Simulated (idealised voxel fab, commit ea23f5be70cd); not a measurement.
Title: Process Module voxel self aligned contacts
FYI the section here is cut, 285 nm wide, cells are 5 nm squares.
Each cross-section below is a grid of square cells, stated as bands in top-down order, with one or more rows of cells making up each band. It is stipulated that each band's entry specify, in nanometres, the height of the top of the band and then that of its bottom, followed by the materials of the band in left-to-right sequence, each together with its width in nanometres. A single material marked by the word "edge to edge" is understood to fill the band from edge to edge; the word "air" is understood to denote empty space. Height 0 is the level under which the wafer as received is all one material. The lowest band goes on downwards, as in "top 0, no bottom". Graded width ("30..40"): value in top row of band = first number; value in bottom row = second number; row-to-row change constant. It should be understood that the words "identical to before", when stated for a given step, signify that the cross-section underwent no change in any of its cells during that step. Closed empty spaces (no open way to the top) of 8 cells or more are what "Sealed void list" lists, each as width x height at distance from the left edge, nm for all three. If you see something after the settings on a step's line, that's the simulator's own remark about that step. "overlay nm" on a masked step: distance the mask lay right of its planned place, negative for left. Note: before/after cross-section pairs follow, one process step per pair, after-side truncated at the lowest changed band, step and settings given beneath. Different runs of this module on the same starting wafer may supply the pairs; a pair continues the one above only where the "Before this step" entry says so.
## Before this step
top 45, bottom 40 | 95 nm SiO2  15 nm TiN  10 nm W  15 nm TiN  15 nm SiO2  15 nm TiN  10 nm W  15 nm TiN  95 nm SiO2
top 40, bottom 20 | 70 nm SiO2  5 nm SiN  25 nm polySi  5 nm SiN  5 nm TiN  10 nm W  5 nm TiN  5 nm SiN  25 nm polySi  5 nm SiN  5 nm TiN  10 nm W  5 nm TiN  5 nm SiN  25 nm polySi  5 nm SiN  70 nm SiO2
top 20, bottom 15 | 70 nm SiO2  5 nm SiN  25 nm polySi  5 nm SiN  20 nm TiN  5 nm SiN  25 nm polySi  5 nm SiN  20 nm TiN  5 nm SiN  25 nm polySi  5 nm SiN  70 nm SiO2
top 15, bottom 0 | SiN edge to edge
top 0, bottom -5 | SiO2 edge to edge
top -5, no bottom | Si edge to edge
Sealed void list: none
## Resulting Structure
top 50, bottom 45 | SiN edge to edge
Below 45 it's all the same as before, nothing changed down there.
Sealed void list: none
Q: step between the cross-sections above? A: CONFORMAL_DEP,material SiN,thk nm 5
## Before this step
top 0, no bottom | Si edge to edge
Sealed void list: none
## Resulting Structure
top 0, bottom -15 | SiO2 edge to edge
Below -15 it's all the same as before, nothing changed down there.
Sealed void list: none
Q: step between the cross-sections above? A: OXIDIZE,depth nm 15
Before this step: The structure entering this step is exactly what the pair just above shows after its step.
## Resulting Structure
top 25, bottom 0 | polySi edge to edge
Below 0 it's all the same as before, nothing changed down there.
Sealed void list: none
Q: step between the cross-sections above? A: DIRECTIONAL_DEP,material polySi,thk nm 25
Before this step: The structure entering this step is exactly what the pair just above shows after its step.
## Resulting Structure
top 40, bottom 25 | SiN edge to edge
Below 25 it's all the same as before, nothing changed down there.
Sealed void list: none
Q: step between the cross-sections above? A: DIRECTIONAL_DEP,material SiN,thk nm 15
Before this step: The structure entering this step is exactly what the pair just above shows after its step.
## Resulting Structure
top 55, bottom 40 | aC edge to edge
Below 40 it's all the same as before, nothing changed down there.
Sealed void list: none
Q: step between the cross-sections above? A: DIRECTIONAL_DEP,material aC,thk nm 15
Before this step: The structure entering this step is exactly what the pair just above shows after its step.
## Resulting Structure
top 85, bottom 55 | 75 nm air  25 nm resist  30 nm air  25 nm resist  30 nm air  25 nm resist  75 nm air
Below 55 it's all the same as before, nothing changed down there.
Sealed void list: none
Q: step between the cross-sections above? A: PATTERN,tone cover,mask id GATE,material resist,width nm 25,pitch nm 55,thk nm 30,overlay nm 0
Before this step: The structure entering this step is exactly what the pair just above shows after its step.
## Resulting Structure
top 70, bottom 55 | 75 nm air  25 nm resist  30 nm air  25 nm resist  30 nm air  25 nm resist  75 nm air
top 55, bottom 40 | 75 nm air  25 nm aC  30 nm air  25 nm aC  30 nm air  25 nm aC  75 nm air
Below 40 it's all the same as before, nothing changed down there.
Sealed void list: none
Q: step between the cross-sections above? A: DIRECTIONAL_ETCH,etch materials aC,depth nm 15
Before this step: The structure entering this step is exactly what the pair just above shows after its step.
## Resulting Structure
top 55, bottom 40 | 75 nm air  25 nm aC  30 nm air  25 nm aC  30 nm air  25 nm aC  75 nm air
Below 40 it's all the same as before, nothing changed down there.
Sealed void list: none
Q: step between the cross-sections above? A: STRIP,etch materials resist
Before this step: The structure entering this step is exactly what the pair just above shows after its step.
## Resulting Structure
top 55, bottom 40 | 75 nm air  25 nm aC  30 nm air  25 nm aC  30 nm air  25 nm aC  75 nm air
top 40, bottom 25 | 75 nm air  25 nm SiN  30 nm air  25 nm SiN  30 nm air  25 nm SiN  75 nm air
Below 25 it's all the same as before, nothing changed down there.
Sealed void list: none
Q: step between the cross-sections above? A: DIRECTIONAL_ETCH,etch materials SiN,depth nm 15
Before this step: The structure entering this step is exactly what the pair just above shows after its step.
## Resulting Structure
top 55, bottom 40 | 75 nm air  25 nm aC  30 nm air  25 nm aC  30 nm air  25 nm aC  75 nm air
top 40, bottom 25 | 75 nm air  25 nm SiN  30 nm air  25 nm SiN  30 nm air  25 nm SiN  75 nm air
top 25, bottom 0 | 75 nm air  25 nm polySi  30 nm air  25 nm polySi  30 nm air  25 nm polySi  75 nm air
Below 0 it's all the same as before, nothing changed down there.
Sealed void list: none
Q: step between the cross-sections above? A: DIRECTIONAL_ETCH,etch materials polySi,depth nm 25
Before this step: The structure entering this step is exactly what the pair just above shows after its step.
## Resulting Structure
top 40, bottom 25 | 75 nm air  25 nm SiN  30 nm air  25 nm SiN  30 nm air  25 nm SiN  75 nm air
Below 25 it's all the same as before, nothing changed down there.
Sealed void list: none
Q: step between the cross-sections above? A: STRIP,etch materials aC
Before this step: The structure entering this step is exactly what the pair just above shows after its step.
## Resulting Structure
top 45, bottom 25 | 70 nm air  35 nm SiN  20 nm air  35 nm SiN  20 nm air  35 nm SiN  70 nm air
top 25, bottom 5 | 70 nm air  5 nm SiN  25 nm polySi  5 nm SiN  20 nm air  5 nm SiN  25 nm polySi  5 nm SiN  20 nm air  5 nm SiN  25 nm polySi  5 nm SiN  70 nm air
top 5, bottom 0 | 75 nm SiN  25 nm polySi  30 nm SiN  25 nm polySi  30 nm SiN  25 nm polySi  75 nm SiN
Below 0 it's all the same as before, nothing changed down there.
Sealed void list: none
Q: step between the cross-sections above? A: CONFORMAL_DEP,material SiN,thk nm 5
Before this step: The structure entering this step is exactly what the pair just above shows after its step.
## Resulting Structure
top 40, bottom 25 | 70 nm air  35 nm SiN  20 nm air  35 nm SiN  20 nm air  35 nm SiN  70 nm air
top 25, bottom 0 | 70 nm air  5 nm SiN  25 nm polySi  5 nm SiN  20 nm air  5 nm SiN  25 nm polySi  5 nm SiN  20 nm air  5 nm SiN  25 nm polySi  5 nm SiN  70 nm air
Below 0 it's all the same as before, nothing changed down there.
Sealed void list: none
Q: step between the cross-sections above? A: DIRECTIONAL_ETCH,etch materials SiN,depth nm 5
Before this step: The structure entering this step is exactly what the pair just above shows after its step.
## Resulting Structure
top 50, bottom 40 | SiO2 edge to edge
top 40, bottom 25 | 70 nm SiO2  35 nm SiN  20 nm SiO2  35 nm SiN  20 nm SiO2  35 nm SiN  70 nm SiO2
top 25, bottom 0 | 70 nm SiO2  5 nm SiN  25 nm polySi  5 nm SiN  20 nm SiO2  5 nm SiN  25 nm polySi  5 nm SiN  20 nm SiO2  5 nm SiN  25 nm polySi  5 nm SiN  70 nm SiO2
Below 0 it's all the same as before, nothing changed down there.
Sealed void list: none
Q: step between the cross-sections above? A: FILL_DEP,material SiO2,thk nm 10
Before this step: The structure entering this step is exactly what the pair just above shows after its step.
## Resulting Structure
top 45, bottom 40 | SiO2 edge to edge
Below 40 it's all the same as before, nothing changed down there.
Sealed void list: none
Q: step between the cross-sections above? A: CMP,height nm 45
Before this step: The structure entering this step is exactly what the pair just above shows after its step.
## Resulting Structure
top 45, bottom 40 | 95 nm SiO2  40 nm air  15 nm SiO2  40 nm air  95 nm SiO2
top 40, bottom 25 | 70 nm SiO2  35 nm SiN  20 nm air  35 nm SiN  20 nm air  35 nm SiN  70 nm SiO2
top 25, bottom 0 | 70 nm SiO2  5 nm SiN  25 nm polySi  5 nm SiN  20 nm air  5 nm SiN  25 nm polySi  5 nm SiN  20 nm air  5 nm SiN  25 nm polySi  5 nm SiN  70 nm SiO2
top 0, bottom -5 | 105 nm SiO2  20 nm air  35 nm SiO2  20 nm air  105 nm SiO2
Below -5 it's all the same as before, nothing changed down there.
Sealed void list: none
Q: step between the cross-sections above? A: MASKED_ETCH,tone open,mask id CONTACT,width nm 40,pitch nm 55,etch materials SiO2,depth nm 50,overlay nm 0
Before this step: The structure entering this step is exactly what the pair just above shows after its step.
## Resulting Structure
top 50, bottom 45 | 100 nm TiN  30 nm air  25 nm TiN  30 nm air  100 nm TiN
top 45, bottom 40 | 95 nm SiO2  15 nm TiN  10 nm air  15 nm TiN  15 nm SiO2  15 nm TiN  10 nm air  15 nm TiN  95 nm SiO2
top 40, bottom 25 | 70 nm SiO2  35 nm SiN  5 nm TiN  10 nm air  5 nm TiN  35 nm SiN  5 nm TiN  10 nm air  5 nm TiN  35 nm SiN  70 nm SiO2
top 25, bottom 0 | 70 nm SiO2  5 nm SiN  25 nm polySi  5 nm SiN  5 nm TiN  10 nm air  5 nm TiN  5 nm SiN  25 nm polySi  5 nm SiN  5 nm TiN  10 nm air  5 nm TiN  5 nm SiN  25 nm polySi  5 nm SiN  70 nm SiO2
top 0, bottom -5 | 105 nm SiO2  20 nm TiN  35 nm SiO2  20 nm TiN  105 nm SiO2
Below -5 it's all the same as before, nothing changed down there.
Sealed void list: none
Q: step between the cross-sections above? A: CONFORMAL_DEP,material TiN,thk nm 5
Before this step: The structure entering this step is exactly what the pair just above shows after its step.
## Resulting Structure
top 55, bottom 50 | W edge to edge
top 50, bottom 45 | 100 nm TiN  30 nm W  25 nm TiN  30 nm W  100 nm TiN
top 45, bottom 40 | 95 nm SiO2  15 nm TiN  10 nm W  15 nm TiN  15 nm SiO2  15 nm TiN  10 nm W  15 nm TiN  95 nm SiO2
top 40, bottom 25 | 70 nm SiO2  35 nm SiN  5 nm TiN  10 nm W  5 nm TiN  35 nm SiN  5 nm TiN  10 nm W  5 nm TiN  35 nm SiN  70 nm SiO2
top 25, bottom 0 | 70 nm SiO2  5 nm SiN  25 nm polySi  5 nm SiN  5 nm TiN  10 nm W  5 nm TiN  5 nm SiN  25 nm polySi  5 nm SiN  5 nm TiN  10 nm W  5 nm TiN  5 nm SiN  25 nm polySi  5 nm SiN  70 nm SiO2
Below 0 it's all the same as before, nothing changed down there.
Sealed void list: none
Q: step between the cross-sections above? A: FILL_DEP,material W,thk nm 5
Before this step: The structure entering this step is exactly what the pair just above shows after its step.
## Resulting Structure
top 45, bottom 40 | 95 nm SiO2  15 nm TiN  10 nm W  15 nm TiN  15 nm SiO2  15 nm TiN  10 nm W  15 nm TiN  95 nm SiO2
Below 40 it's all the same as before, nothing changed down there.
Sealed void list: none
Q: step between the cross-sections above? A: CMP,height nm 45
Before this step: The structure entering this step is exactly what the pair just above shows after its step.
## Resulting Structure
top 50, bottom 45 | SiN edge to edge
Below 45 it's all the same as before, nothing changed down there.
Sealed void list: none
Q: step between the cross-sections above? A: CONFORMAL_DEP,material SiN,thk nm 5
## Before this step
top 55, bottom 40 | aC edge to edge
top 40, bottom 25 | SiN edge to edge
top 25, bottom 0 | polySi edge to edge
top 0, bottom -5 | SiO2 edge to edge
top -5, no bottom | Si edge to edge
Sealed void list: none
## Resulting Structure
top 85, bottom 55 | 80 nm air  15 nm resist  40 nm air  15 nm resist  40 nm air  15 nm resist  80 nm air
Below 55 it's all the same as before, nothing changed down there.
Sealed void list: none
Q: step between the cross-sections above? A: PATTERN,tone cover,mask id GATE,material resist,width nm 15,pitch nm 55,thk nm 30,overlay nm 0
Before this step: The structure entering this step is exactly what the pair just above shows after its step.
## Resulting Structure
top 70, bottom 55 | 80 nm air  15 nm resist  40 nm air  15 nm resist  40 nm air  15 nm resist  80 nm air
top 55, bottom 40 | 80 nm air  15 nm aC  40 nm air  15 nm aC  40 nm air  15 nm aC  80 nm air
Below 40 it's all the same as before, nothing changed down there.
Sealed void list: none
Q: step between the cross-sections above? A: DIRECTIONAL_ETCH,etch materials aC,depth nm 15
Before this step: The structure entering this step is exactly what the pair just above shows after its step.
## Resulting Structure
top 55, bottom 40 | 80 nm air  15 nm aC  40 nm air  15 nm aC  40 nm air  15 nm aC  80 nm air
Below 40 it's all the same as before, nothing changed down there.
Sealed void list: none
Q: step between the cross-sections above? A: STRIP,etch materials resist
Before this step: The structure entering this step is exactly what the pair just above shows after its step.
## Resulting Structure
top 55, bottom 40 | 80 nm air  15 nm aC  40 nm air  15 nm aC  40 nm air  15 nm aC  80 nm air
top 40, bottom 25 | 80 nm air  15 nm SiN  40 nm air  15 nm SiN  40 nm air  15 nm SiN  80 nm air
Below 25 it's all the same as before, nothing changed down there.
Sealed void list: none
Q: step between the cross-sections above? A: DIRECTIONAL_ETCH,etch materials SiN,depth nm 15
Before this step: The structure entering this step is exactly what the pair just above shows after its step.
## Resulting Structure
top 55, bottom 40 | 80 nm air  15 nm aC  40 nm air  15 nm aC  40 nm air  15 nm aC  80 nm air
top 40, bottom 25 | 80 nm air  15 nm SiN  40 nm air  15 nm SiN  40 nm air  15 nm SiN  80 nm air
top 25, bottom 0 | 80 nm air  15 nm polySi  40 nm air  15 nm polySi  40 nm air  15 nm polySi  80 nm air
Below 0 it's all the same as before, nothing changed down there.
Sealed void list: none
Q: step between the cross-sections above? A: DIRECTIONAL_ETCH,etch materials polySi,depth nm 25
Before this step: The structure entering this step is exactly what the pair just above shows after its step.
## Resulting Structure
top 40, bottom 25 | 80 nm air  15 nm SiN  40 nm air  15 nm SiN  40 nm air  15 nm SiN  80 nm air
Below 25 it's all the same as before, nothing changed down there.
Sealed void list: none
Q: step between the cross-sections above? A: STRIP,etch materials aC
Before this step: The structure entering this step is exactly what the pair just above shows after its step.
## Resulting Structure
top 45, bottom 25 | 75 nm air  25 nm SiN  30 nm air  25 nm SiN  30 nm air  25 nm SiN  75 nm air
top 25, bottom 5 | 75 nm air  5 nm SiN  15 nm polySi  5 nm SiN  30 nm air  5 nm SiN  15 nm polySi  5 nm SiN  30 nm air  5 nm SiN  15 nm polySi  5 nm SiN  75 nm air
top 5, bottom 0 | 80 nm SiN  15 nm polySi  40 nm SiN  15 nm polySi  40 nm SiN  15 nm polySi  80 nm SiN
Below 0 it's all the same as before, nothing changed down there.
Sealed void list: none
Q: step between the cross-sections above? A: CONFORMAL_DEP,material SiN,thk nm 5
Before this step: The structure entering this step is exactly what the pair just above shows after its step.
## Resulting Structure
top 40, bottom 25 | 75 nm air  25 nm SiN  30 nm air  25 nm SiN  30 nm air  25 nm SiN  75 nm air
top 25, bottom 0 | 75 nm air  5 nm SiN  15 nm polySi  5 nm SiN  30 nm air  5 nm SiN  15 nm polySi  5 nm SiN  30 nm air  5 nm SiN  15 nm polySi  5 nm SiN  75 nm air
Below 0 it's all the same as before, nothing changed down there.
Sealed void list: none
Q: step between the cross-sections above? A: DIRECTIONAL_ETCH,etch materials SiN,depth nm 5
Before this step: The structure entering this step is exactly what the pair just above shows after its step.
## Resulting Structure
top 50, bottom 40 | SiO2 edge to edge
top 40, bottom 25 | 75 nm SiO2  25 nm SiN  30 nm SiO2  25 nm SiN  30 nm SiO2  25 nm SiN  75 nm SiO2
top 25, bottom 0 | 75 nm SiO2  5 nm SiN  15 nm polySi  5 nm SiN  30 nm SiO2  5 nm SiN  15 nm polySi  5 nm SiN  30 nm SiO2  5 nm SiN  15 nm polySi  5 nm SiN  75 nm SiO2
Below 0 it's all the same as before, nothing changed down there.
Sealed void list: none
Q: step between the cross-sections above? A: FILL_DEP,material SiO2,thk nm 10
Before this step: The structure entering this step is exactly what the pair just above shows after its step.
## Resulting Structure
top 45, bottom 40 | SiO2 edge to edge
Below 40 it's all the same as before, nothing changed down there.
Sealed void list: none
Q: step between the cross-sections above? A: CMP,height nm 45
Before this step: The structure entering this step is exactly what the pair just above shows after its step.
## Resulting Structure
top 45, bottom 40 | 95 nm SiO2  40 nm air  15 nm SiO2  40 nm air  95 nm SiO2
top 40, bottom 25 | 75 nm SiO2  25 nm SiN  30 nm air  25 nm SiN  30 nm air  25 nm SiN  75 nm SiO2
top 25, bottom 0 | 75 nm SiO2  5 nm SiN  15 nm polySi  5 nm SiN  30 nm air  5 nm SiN  15 nm polySi  5 nm SiN  30 nm air  5 nm SiN  15 nm polySi  5 nm SiN  75 nm SiO2
top 0, bottom -5 | 100 nm SiO2  30 nm air  25 nm SiO2  30 nm air  100 nm SiO2
Below -5 it's all the same as before, nothing changed down there.
Sealed void list: none
Q: step between the cross-sections above? A: MASKED_ETCH,tone open,mask id CONTACT,width nm 40,pitch nm 55,etch materials SiO2,depth nm 50,overlay nm 0
Before this step: The structure entering this step is exactly what the pair just above shows after its step.
## Resulting Structure
top 50, bottom 45 | 100 nm TiN  30 nm air  25 nm TiN  30 nm air  100 nm TiN
top 45, bottom 40 | 95 nm SiO2  10 nm TiN  20 nm air  10 nm TiN  15 nm SiO2  10 nm TiN  20 nm air  10 nm TiN  95 nm SiO2
top 40, bottom 25 | 75 nm SiO2  25 nm SiN  5 nm TiN  20 nm air  5 nm TiN  25 nm SiN  5 nm TiN  20 nm air  5 nm TiN  25 nm SiN  75 nm SiO2
top 25, bottom 0 | 75 nm SiO2  5 nm SiN  15 nm polySi  5 nm SiN  5 nm TiN  20 nm air  5 nm TiN  5 nm SiN  15 nm polySi  5 nm SiN  5 nm TiN  20 nm air  5 nm TiN  5 nm SiN  15 nm polySi  5 nm SiN  75 nm SiO2
top 0, bottom -5 | 100 nm SiO2  30 nm TiN  25 nm SiO2  30 nm TiN  100 nm SiO2
Below -5 it's all the same as before, nothing changed down there.
Sealed void list: none
Q: step between the cross-sections above? A: CONFORMAL_DEP,material TiN,thk nm 5
Before this step: The structure entering this step is exactly what the pair just above shows after its step.
## Resulting Structure
top 55, bottom 50 | W edge to edge
top 50, bottom 45 | 100 nm TiN  30 nm W  25 nm TiN  30 nm W  100 nm TiN
top 45, bottom 40 | 95 nm SiO2  10 nm TiN  20 nm W  10 nm TiN  15 nm SiO2  10 nm TiN  20 nm W  10 nm TiN  95 nm SiO2
top 40, bottom 25 | 75 nm SiO2  25 nm SiN  5 nm TiN  20 nm W  5 nm TiN  25 nm SiN  5 nm TiN  20 nm W  5 nm TiN  25 nm SiN  75 nm SiO2
top 25, bottom 0 | 75 nm SiO2  5 nm SiN  15 nm polySi  5 nm SiN  5 nm TiN  20 nm W  5 nm TiN  5 nm SiN  15 nm polySi  5 nm SiN  5 nm TiN  20 nm W  5 nm TiN  5 nm SiN  15 nm polySi  5 nm SiN  75 nm SiO2
Below 0 it's all the same as before, nothing changed down there.
Sealed void list: none
Q: step between the cross-sections above? A: FILL_DEP,material W,thk nm 5
Before this step: The structure entering this step is exactly what the pair just above shows after its step.
## Resulting Structure
top 45, bottom 40 | 95 nm SiO2  10 nm TiN  20 nm W  10 nm TiN  15 nm SiO2  10 nm TiN  20 nm W  10 nm TiN  95 nm SiO2
Below 40 it's all the same as before, nothing changed down there.
Sealed void list: none
Q: step between the cross-sections above? A: CMP,height nm 45
Before this step: The structure entering this step is exactly what the pair just above shows after its step.
## Resulting Structure
top 50, bottom 45 | SiN edge to edge
Below 45 it's all the same as before, nothing changed down there.
Sealed void list: none
Q: step between the cross-sections above? A: CONFORMAL_DEP,material SiN,thk nm 5
## Before this step
top 45, bottom 40 | SiO2 edge to edge
top 40, bottom 25 | 70 nm SiO2  35 nm SiN  20 nm SiO2  35 nm SiN  20 nm SiO2  35 nm SiN  70 nm SiO2
top 25, bottom 0 | 70 nm SiO2  5 nm SiN  25 nm polySi  5 nm SiN  20 nm SiO2  5 nm SiN  25 nm polySi  5 nm SiN  20 nm SiO2  5 nm SiN  25 nm polySi  5 nm SiN  70 nm SiO2
top 0, bottom -5 | SiO2 edge to edge
top -5, no bottom | Si edge to edge
Sealed void list: none
## Resulting Structure
top 45, bottom 40 | 105 nm SiO2  40 nm air  15 nm SiO2  40 nm air  85 nm SiO2
top 40, bottom 25 | 70 nm SiO2  35 nm SiN  20 nm air  35 nm SiN  20 nm air  35 nm SiN  70 nm SiO2
top 25, bottom 0 | 70 nm SiO2  5 nm SiN  25 nm polySi  5 nm SiN  20 nm air  5 nm SiN  25 nm polySi  5 nm SiN  20 nm air  5 nm SiN  25 nm polySi  5 nm SiN  70 nm SiO2
top 0, bottom -5 | 105 nm SiO2  20 nm air  35 nm SiO2  20 nm air  105 nm SiO2
Below -5 it's all the same as before, nothing changed down there.
Sealed void list: none
Q: step between the cross-sections above? A: MASKED_ETCH,tone open,mask id CONTACT,width nm 40,pitch nm 55,etch materials SiO2,depth nm 50,overlay nm 10
Before this step: The structure entering this step is exactly what the pair just above shows after its step.
## Resulting Structure
top 50, bottom 45 | 110 nm TiN  30 nm air  25 nm TiN  30 nm air  90 nm TiN
top 45, bottom 40 | 105 nm SiO2  5 nm TiN  10 nm air  25 nm TiN  15 nm SiO2  5 nm TiN  10 nm air  25 nm TiN  85 nm SiO2
top 40, bottom 25 | 70 nm SiO2  35 nm SiN  5 nm TiN  10 nm air  5 nm TiN  35 nm SiN  5 nm TiN  10 nm air  5 nm TiN  35 nm SiN  70 nm SiO2
top 25, bottom 0 | 70 nm SiO2  5 nm SiN  25 nm polySi  5 nm SiN  5 nm TiN  10 nm air  5 nm TiN  5 nm SiN  25 nm polySi  5 nm SiN  5 nm TiN  10 nm air  5 nm TiN  5 nm SiN  25 nm polySi  5 nm SiN  70 nm SiO2
top 0, bottom -5 | 105 nm SiO2  20 nm TiN  35 nm SiO2  20 nm TiN  105 nm SiO2
Below -5 it's all the same as before, nothing changed down there.
Sealed void list: none
Q: step between the cross-sections above? A: CONFORMAL_DEP,material TiN,thk nm 5
Before this step: The structure entering this step is exactly what the pair just above shows after its step.
## Resulting Structure
top 55, bottom 50 | W edge to edge
top 50, bottom 45 | 110 nm TiN  30 nm W  25 nm TiN  30 nm W  90 nm TiN
top 45, bottom 40 | 105 nm SiO2  5 nm TiN  10 nm W  25 nm TiN  15 nm SiO2  5 nm TiN  10 nm W  25 nm TiN  85 nm SiO2
top 40, bottom 25 | 70 nm SiO2  35 nm SiN  5 nm TiN  10 nm W  5 nm TiN  35 nm SiN  5 nm TiN  10 nm W  5 nm TiN  35 nm SiN  70 nm SiO2
top 25, bottom 0 | 70 nm SiO2  5 nm SiN  25 nm polySi  5 nm SiN  5 nm TiN  10 nm W  5 nm TiN  5 nm SiN  25 nm polySi  5 nm SiN  5 nm TiN  10 nm W  5 nm TiN  5 nm SiN  25 nm polySi  5 nm SiN  70 nm SiO2
Below 0 it's all the same as before, nothing changed down there.
Sealed void list: none
Q: step between the cross-sections above? A: FILL_DEP,material W,thk nm 5
Before this step: The structure entering this step is exactly what the pair just above shows after its step.
## Resulting Structure
top 45, bottom 40 | 105 nm SiO2  5 nm TiN  10 nm W  25 nm TiN  15 nm SiO2  5 nm TiN  10 nm W  25 nm TiN  85 nm SiO2
Below 40 it's all the same as before, nothing changed down there.
Sealed void list: none
Q: step between the cross-sections above? A: CMP,height nm 45
Before this step: The structure entering this step is exactly what the pair just above shows after its step.
## Resulting Structure
top 50, bottom 45 | SiN edge to edge
Below 45 it's all the same as before, nothing changed down there.
Sealed void list: none
Q: step between the cross-sections above? A: CONFORMAL_DEP,material SiN,thk nm 5
## Before this step
top 40, bottom 25 | 75 nm air  25 nm SiN  30 nm air  25 nm SiN  30 nm air  25 nm SiN  75 nm air
top 25, bottom 0 | 75 nm air  25 nm polySi  30 nm air  25 nm polySi  30 nm air  25 nm polySi  75 nm air
top 0, bottom -5 | SiO2 edge to edge
top -5, no bottom | Si edge to edge
Sealed void list: none
## Resulting Structure
top 45, bottom 40 | 70 nm air  35 nm aC  20 nm air  35 nm aC  20 nm air  35 nm aC  70 nm air
top 40, bottom 25 | 70 nm air  5 nm aC  25 nm SiN  5 nm aC  20 nm air  5 nm aC  25 nm SiN  5 nm aC  20 nm air  5 nm aC  25 nm SiN  5 nm aC  70 nm air
top 25, bottom 5 | 70 nm air  5 nm aC  25 nm polySi  5 nm aC  20 nm air  5 nm aC  25 nm polySi  5 nm aC  20 nm air  5 nm aC  25 nm polySi  5 nm aC  70 nm air
top 5, bottom 0 | 75 nm aC  25 nm polySi  30 nm aC  25 nm polySi  30 nm aC  25 nm polySi  75 nm aC
Below 0 it's all the same as before, nothing changed down there.
Sealed void list: none
Q: step between the cross-sections above? A: CONFORMAL_DEP,material aC,thk nm 5
Before this step: The structure entering this step is exactly what the pair just above shows after its step.
## Resulting Structure
top 55, bottom 45 | SiO2 edge to edge
top 45, bottom 40 | 70 nm SiO2  35 nm aC  20 nm SiO2  35 nm aC  20 nm SiO2  35 nm aC  70 nm SiO2
top 40, bottom 25 | 70 nm SiO2  5 nm aC  25 nm SiN  5 nm aC  20 nm SiO2  5 nm aC  25 nm SiN  5 nm aC  20 nm SiO2  5 nm aC  25 nm SiN  5 nm aC  70 nm SiO2
top 25, bottom 5 | 70 nm SiO2  5 nm aC  25 nm polySi  5 nm aC  20 nm SiO2  5 nm aC  25 nm polySi  5 nm aC  20 nm SiO2  5 nm aC  25 nm polySi  5 nm aC  70 nm SiO2
Below 5 it's all the same as before, nothing changed down there.
Sealed void list: none
Q: step between the cross-sections above? A: FILL_DEP,material SiO2,thk nm 10
Before this step: The structure entering this step is exactly what the pair just above shows after its step.
## Resulting Structure
top 45, bottom 40 | 70 nm SiO2  35 nm aC  20 nm SiO2  35 nm aC  20 nm SiO2  35 nm aC  70 nm SiO2
Below 40 it's all the same as before, nothing changed down there.
Sealed void list: none
Q: step between the cross-sections above? A: CMP,height nm 45
Before this step: The structure entering this step is exactly what the pair just above shows after its step.
## Resulting Structure
top 45, bottom 40 | 70 nm SiO2  35 nm aC  20 nm air  35 nm aC  20 nm air  35 nm aC  70 nm SiO2
top 40, bottom 25 | 70 nm SiO2  5 nm aC  25 nm SiN  5 nm aC  20 nm air  5 nm aC  25 nm SiN  5 nm aC  20 nm air  5 nm aC  25 nm SiN  5 nm aC  70 nm SiO2
top 25, bottom 5 | 70 nm SiO2  5 nm aC  25 nm polySi  5 nm aC  20 nm air  5 nm aC  25 nm polySi  5 nm aC  20 nm air  5 nm aC  25 nm polySi  5 nm aC  70 nm SiO2
Below 5 it's all the same as before, nothing changed down there.
Sealed void list: none
Q: step between the cross-sections above? A: MASKED_ETCH,tone open,mask id CONTACT,width nm 40,pitch nm 55,etch materials SiO2,depth nm 50,overlay nm 0
Before this step: The structure entering this step is exactly what the pair just above shows after its step.
## Resulting Structure
top 50, bottom 45 | 110 nm TiN  10 nm air  45 nm TiN  10 nm air  110 nm TiN
top 45, bottom 40 | 70 nm SiO2  35 nm aC  5 nm TiN  10 nm air  5 nm TiN  35 nm aC  5 nm TiN  10 nm air  5 nm TiN  35 nm aC  70 nm SiO2
top 40, bottom 25 | 70 nm SiO2  5 nm aC  25 nm SiN  5 nm aC  5 nm TiN  10 nm air  5 nm TiN  5 nm aC  25 nm SiN  5 nm aC  5 nm TiN  10 nm air  5 nm TiN  5 nm aC  25 nm SiN  5 nm aC  70 nm SiO2
top 25, bottom 10 | 70 nm SiO2  5 nm aC  25 nm polySi  5 nm aC  5 nm TiN  10 nm air  5 nm TiN  5 nm aC  25 nm polySi  5 nm aC  5 nm TiN  10 nm air  5 nm TiN  5 nm aC  25 nm polySi  5 nm aC  70 nm SiO2
top 10, bottom 5 | 70 nm SiO2  5 nm aC  25 nm polySi  5 nm aC  20 nm TiN  5 nm aC  25 nm polySi  5 nm aC  20 nm TiN  5 nm aC  25 nm polySi  5 nm aC  70 nm SiO2
Below 5 it's all the same as before, nothing changed down there.
Sealed void list: none
Q: step between the cross-sections above? A: CONFORMAL_DEP,material TiN,thk nm 5
Before this step: The structure entering this step is exactly what the pair just above shows after its step.
## Resulting Structure
top 55, bottom 50 | W edge to edge
top 50, bottom 45 | 110 nm TiN  10 nm W  45 nm TiN  10 nm W  110 nm TiN
top 45, bottom 40 | 70 nm SiO2  35 nm aC  5 nm TiN  10 nm W  5 nm TiN  35 nm aC  5 nm TiN  10 nm W  5 nm TiN  35 nm aC  70 nm SiO2
top 40, bottom 25 | 70 nm SiO2  5 nm aC  25 nm SiN  5 nm aC  5 nm TiN  10 nm W  5 nm TiN  5 nm aC  25 nm SiN  5 nm aC  5 nm TiN  10 nm W  5 nm TiN  5 nm aC  25 nm SiN  5 nm aC  70 nm SiO2
top 25, bottom 10 | 70 nm SiO2  5 nm aC  25 nm polySi  5 nm aC  5 nm TiN  10 nm W  5 nm TiN  5 nm aC  25 nm polySi  5 nm aC  5 nm TiN  10 nm W  5 nm TiN  5 nm aC  25 nm polySi  5 nm aC  70 nm SiO2
Below 10 it's all the same as before, nothing changed down there.
Sealed void list: none
Q: step between the cross-sections above? A: FILL_DEP,material W,thk nm 5
Before this step: The structure entering this step is exactly what the pair just above shows after its step.
## Resulting Structure
top 45, bottom 40 | 70 nm SiO2  35 nm aC  5 nm TiN  10 nm W  5 nm TiN  35 nm aC  5 nm TiN  10 nm W  5 nm TiN  35 nm aC  70 nm SiO2
Below 40 it's all the same as before, nothing changed down there.
Sealed void list: none
Q: step between the cross-sections above? A: CMP,height nm 45
Before this step: The structure entering this step is exactly what the pair just above shows after its step.
## Resulting Structure
top 50, bottom 45 | SiN edge to edge
Below 45 it's all the same as before, nothing changed down there.
Sealed void list: none
Q: step between the cross-sections above? A: CONFORMAL_DEP,material SiN,thk nm 5
